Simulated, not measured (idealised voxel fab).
Presented below is a process module, voxel gate over fins.
Section cut is 205 nm wide and gridded with 5 nm square cells.
We lay out every cross-section as a grid of square cells and spell it out in bands from the top down, where one band means one or more rows of cells. Quick guide to a band line: top height, bottom height (nm) up front; then every material left to right with its width in nm. Only one material and it's marked "all across"? Then it fills the band edge to edge. And "empty" just means empty space. Ref level 0: as-received wafer is one material below here. Bottom band extends down with no lower bound ("0 down"). Per-row width for "30 to 40": begins at first number (top row of band), ends at second number (bottom row), increment between rows held constant. Key: "identical to before" - step with no changed cell in the cross-section. Entry "Unvented cavities" = empty spaces >= 8 cells with no open way to the top; each as width x height at distance, distance from left edge, all nm. after a step's settings: what the simulator itself notes on the step. On any step carrying a mask, the "overlay nm" setting, if present on the step's line, tells how far right of its planned place the mask lay; negative values point to the left.

Process steps (planned):
| 1 | RECEIVE: material Si |
| 2 | CONFORMAL_DEP: material SiN, thk nm 10 |
| 3 | PATTERN: tone cover, mask id FINS, material resist, width nm 15, pitch nm 35, thk nm 15, overlay nm 0 |
| 4 | DIRECTIONAL_ETCH: etch materials SiN, depth nm 10 |
| 5 | DIRECTIONAL_ETCH: etch materials Si, depth nm 35 |
| 6 | STRIP: etch materials resist |
| 7 | FILL_DEP: material SiO2, thk nm 10 |
| 8 | CMP: height nm 10 |
| 9 | SELECTIVE_ETCH: etch materials SiO2, depth nm 20 |
| 10 | STRIP: etch materials SiN |
| 11 | CONFORMAL_DEP: material HfO2, thk nm 5 |
| 12 | CONFORMAL_DEP: material TiN, thk nm 5 |
| 13 | FILL_DEP: material W, thk nm 15 |
| 14 | CMP: height nm 20 |
| 15 | CONFORMAL_DEP: material SiCN, thk nm 10 |

What follows covers the first of two wafers; it ran as planned:

Cross-section of the incoming wafer, state after step 1:
    0 down: Si all across
    Unvented cavities: none

Once step 2 is through, the wafer looks like this in cross-section:
    10 to 0: SiN all across
    At heights below 0, the structure remains unaltered.

Once step 3 is through, the wafer looks like this in cross-section:
    25 to 10: empty (40) | resist (15) | empty (20) | resist (15) | empty (20) | resist (15) | empty (20) | resist (15) | empty (45)
    At heights below 10, the structure remains unaltered.

Once step 4 is through, the wafer looks like this in cross-section:
    25 to 10: empty (40) | resist (15) | empty (20) | resist (15) | empty (20) | resist (15) | empty (20) | resist (15) | empty (45)
    10 to 0: empty (40) | SiN (15) | empty (20) | SiN (15) | empty (20) | SiN (15) | empty (20) | SiN (15) | empty (45)
    At heights below 0, the structure remains unaltered.

Once step 5 is through, the wafer looks like this in cross-section:
    25 to 10: empty (40) | resist (15) | empty (20) | resist (15) | empty (20) | resist (15) | empty (20) | resist (15) | empty (45)
    10 to 0: empty (40) | SiN (15) | empty (20) | SiN (15) | empty (20) | SiN (15) | empty (20) | SiN (15) | empty (45)
    0 to -35: empty (40) | Si (15) | empty (20) | Si (15) | empty (20) | Si (15) | empty (20) | Si (15) | empty (45)
    At heights below -35, the structure remains unaltered.

Once step 6 is through, the wafer looks like this in cross-section:
    10 to 0: empty (40) | SiN (15) | empty (20) | SiN (15) | empty (20) | SiN (15) | empty (20) | SiN (15) | empty (45)
    At heights below 0, the structure remains unaltered.

Once step 7 is through, the wafer looks like this in cross-section:
    20 to 10: SiO2 all across
    10 to 0: SiO2 (40) | SiN (15) | SiO2 (20) | SiN (15) | SiO2 (20) | SiN (15) | SiO2 (20) | SiN (15) | SiO2 (45)
    0 to -35: SiO2 (40) | Si (15) | SiO2 (20) | Si (15) | SiO2 (20) | Si (15) | SiO2 (20) | Si (15) | SiO2 (45)
    At heights below -35, the structure remains unaltered.

Once step 8 is through, the wafer looks like this in cross-section:
    10 to 0: SiO2 (40) | SiN (15) | SiO2 (20) | SiN (15) | SiO2 (20) | SiN (15) | SiO2 (20) | SiN (15) | SiO2 (45)
    At heights below 0, the structure remains unaltered.

Once step 9 is through, the wafer looks like this in cross-section:
    10 to 0: empty (40) | SiN (15) | empty (20) | SiN (15) | empty (20) | SiN (15) | empty (20) | SiN (15) | empty (45)
    0 to -10: empty (40) | Si (15) | empty (20) | Si (15) | empty (20) | Si (15) | empty (20) | Si (15) | empty (45)
    At heights below -10, the structure remains unaltered.

Once step 10 is through, the wafer looks like this in cross-section:
    0 to -10: empty (40) | Si (15) | empty (20) | Si (15) | empty (20) | Si (15) | empty (20) | Si (15) | empty (45)
    At heights below -10, the structure remains unaltered.

Once step 11 is through, the wafer looks like this in cross-section:
    5 to 0: empty (35) | HfO2 (25) | empty (10) | HfO2 (25) | empty (10) | HfO2 (25) | empty (10) | HfO2 (25) | empty (40)
    0 to -5: empty (35) | HfO2 (5) | Si (15) | HfO2 (5) | empty (10) | HfO2 (5) | Si (15) | HfO2 (5) | empty (10) | HfO2 (5) | Si (15) | HfO2 (5) | empty (10) | HfO2 (5) | Si (15) | HfO2 (5) | empty (40)
    -5 to -10: HfO2 (40) | Si (15) | HfO2 (20) | Si (15) | HfO2 (20) | Si (15) | HfO2 (20) | Si (15) | HfO2 (45)
    At heights below -10, the structure remains unaltered.

Once step 12 is through, the wafer looks like this in cross-section:
    10 to 5: empty (30) | TiN (140) | empty (35)
    5 to 0: empty (30) | TiN (5) | HfO2 (25) | TiN (10) | HfO2 (25) | TiN (10) | HfO2 (25) | TiN (10) | HfO2 (25) | TiN (5) | empty (35)
    0 to -5: TiN (35) | HfO2 (5) | Si (15) | HfO2 (5) | TiN (10) | HfO2 (5) | Si (15) | HfO2 (5) | TiN (10) | HfO2 (5) | Si (15) | HfO2 (5) | TiN (10) | HfO2 (5) | Si (15) | HfO2 (5) | TiN (40)
    At heights below -5, the structure remains unaltered.

Once step 13 is through, the wafer looks like this in cross-section:
    25 to 10: W all across
    10 to 5: W (30) | TiN (140) | W (35)
    5 to 0: W (30) | TiN (5) | HfO2 (25) | TiN (10) | HfO2 (25) | TiN (10) | HfO2 (25) | TiN (10) | HfO2 (25) | TiN (5) | W (35)
    At heights below 0, the structure remains unaltered.

Once step 14 is through, the wafer looks like this in cross-section:
    20 to 10: W all across
    At heights below 10, the structure remains unaltered.

Once step 15 is through, the wafer looks like this in cross-section:
    30 to 20: SiCN all across
    At heights below 20, the structure remains unaltered.

Notes, second wafer: start = first wafer's, plan = first wafer's, execution had one mistake; history identical to first through step 10:

What the second wafer looks like in cross-section when step 11 should have wrapped up: identical to before

What the second wafer looks like in cross-section when step 12 should have wrapped up:
    5 to 0: empty (35) | TiN (25) | empty (10) | TiN (25) | empty (10) | TiN (25) | empty (10) | TiN (25) | empty (40)
    0 to -5: empty (35) | TiN (5) | Si (15) | TiN (5) | empty (10) | TiN (5) | Si (15) | TiN (5) | empty (10) | TiN (5) | Si (15) | TiN (5) | empty (10) | TiN (5) | Si (15) | TiN (5) | empty (40)
    -5 to -10: TiN (40) | Si (15) | TiN (20) | Si (15) | TiN (20) | Si (15) | TiN (20) | Si (15) | TiN (45)
    At heights below -10, the structure remains unaltered.

What the second wafer looks like in cross-section when step 13 should have wrapped up:
    20 to 5: W all across
    5 to 0: W (35) | TiN (25) | W (10) | TiN (25) | W (10) | TiN (25) | W (10) | TiN (25) | W (40)
    0 to -5: W (35) | TiN (5) | Si (15) | TiN (5) | W (10) | TiN (5) | Si (15) | TiN (5) | W (10) | TiN (5) | Si (15) | TiN (5) | W (10) | TiN (5) | Si (15) | TiN (5) | W (40)
    At heights below -5, the structure remains unaltered.

What the second wafer looks like in cross-section when step 14 should have wrapped up: identical to before

What the second wafer looks like in cross-section when step 15 should have wrapped up:
    30 to 20: SiCN all across
    At heights below 20, the structure remains unaltered.
Nonconformance to the process plan: plan step 11: skipped, not run
The closing comparison, in cells, has the second wafer with more or fewer of some materials than the first: 57 fewer of HfO2, 57 more of W
